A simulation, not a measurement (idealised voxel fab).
The following process module bears the name voxel fin reveal.
Pictured: cross-section cut, 300 nm wide, on a grid of 5 nm square cells.
Heads up, the way a cross-section reads in here is a grid of square cells, handed over as bands from the top down, with every band being one or more rows of cells.
First you get the band's top height and its bottom height, in nm, and then the materials it's made of, left to right, with each width in nm. If you see a single material with "everywhere", that one covers the band edge to edge. "blank" is empty space.
The reference from which all heights are counted is 0, the level beneath which the as-received wafer is entirely one material; the lowest band, having no lower bound, proceeds downward and is written after the example "from 0 down".
A width given as "30..40" starts at the first number in the band's top row and ends at the second number in its bottom row, shifting by an equal amount at every step from row to row.
"no alterations made" means the step left every cell of the cross-section as it was.
Closed empty spaces (no open way to the top) of 8 cells or more are what "Closed void catalog" lists, each as width x height at distance from the left edge, nm for all three.
It should be noted that, on the line of a given step, the content following the step's settings is a remark produced by the simulator itself with respect to that step.
The "overlay nm" setting may appear on a step's line; for a step that uses a mask, it gives how far to the right of its planned position the mask lay, and a negative value indicates the left.

# So here's the lineup of process steps we planned
1 RECEIVE, material Si
2 CONFORMAL_DEP, material SiN, thk nm 10
3 PATTERN, tone cover, mask id FINS, material resist, width nm 15, pitch nm 35, thk nm 15, overlay nm 0
4 DIRECTIONAL_ETCH, etch materials SiN, depth nm 10
5 DIRECTIONAL_ETCH, etch materials Si, depth nm 35
6 STRIP, etch materials resist
7 FILL_DEP, material SiO2, thk nm 10
8 CMP, height nm 10
9 SELECTIVE_ETCH, etch materials SiO2, depth nm 35
10 STRIP, etch materials SiN
11 CONFORMAL_DEP, material SiO2, thk nm 5

# As-received wafer cross-section (after step 1)
- from 0 down | Si everywhere
- Closed void catalog: none

# Run as planned - first of the two wafers cross-sectioned at the end of the module
- from 5 to 0 | blank 100 nm  SiO2 25 nm  blank 10 nm  SiO2 25 nm  blank 10 nm  SiO2 25 nm  blank 105 nm
- from 0 to -20 | blank 100 nm  SiO2 5 nm  Si 15 nm  SiO2 5 nm  blank 10 nm  SiO2 5 nm  Si 15 nm  SiO2 5 nm  blank 10 nm  SiO2 5 nm  Si 15 nm  SiO2 5 nm  blank 105 nm
- from -20 to -35 | SiO2 105 nm  Si 15 nm  SiO2 20 nm  Si 15 nm  SiO2 20 nm  Si 15 nm  SiO2 110 nm
- from -35 down | Si everywhere
- Closed void catalog: none

# Here's the second of our two wafers sectioned at module end. Same start as the first, same plan, but one mistake got made running it
- from 5 to 0 | SiO2 110 nm  blank 5 nm  SiO2 30 nm  blank 5 nm  SiO2 30 nm  blank 5 nm  SiO2 115 nm
- from 0 to -20 | Si 105 nm  SiO2 5 nm  blank 5 nm  SiO2 5 nm  Si 20 nm  SiO2 5 nm  blank 5 nm  SiO2 5 nm  Si 20 nm  SiO2 5 nm  blank 5 nm  SiO2 5 nm  Si 110 nm
- from -20 to -35 | Si 105 nm  SiO2 15 nm  Si 20 nm  SiO2 15 nm  Si 20 nm  SiO2 15 nm  Si 110 nm
- from -35 down | Si everywhere
- Closed void catalog: none
Diagnosis: note that step 3 departed from the planned setting and was carried out as PATTERN, tone open, mask id FINS, material resist, width nm 15, pitch nm 35, thk nm 15, overlay nm 0
The final cell counts differ between the wafers, with the second having more or fewer of some materials than the first: 294 more of Si | 84 fewer of SiO2
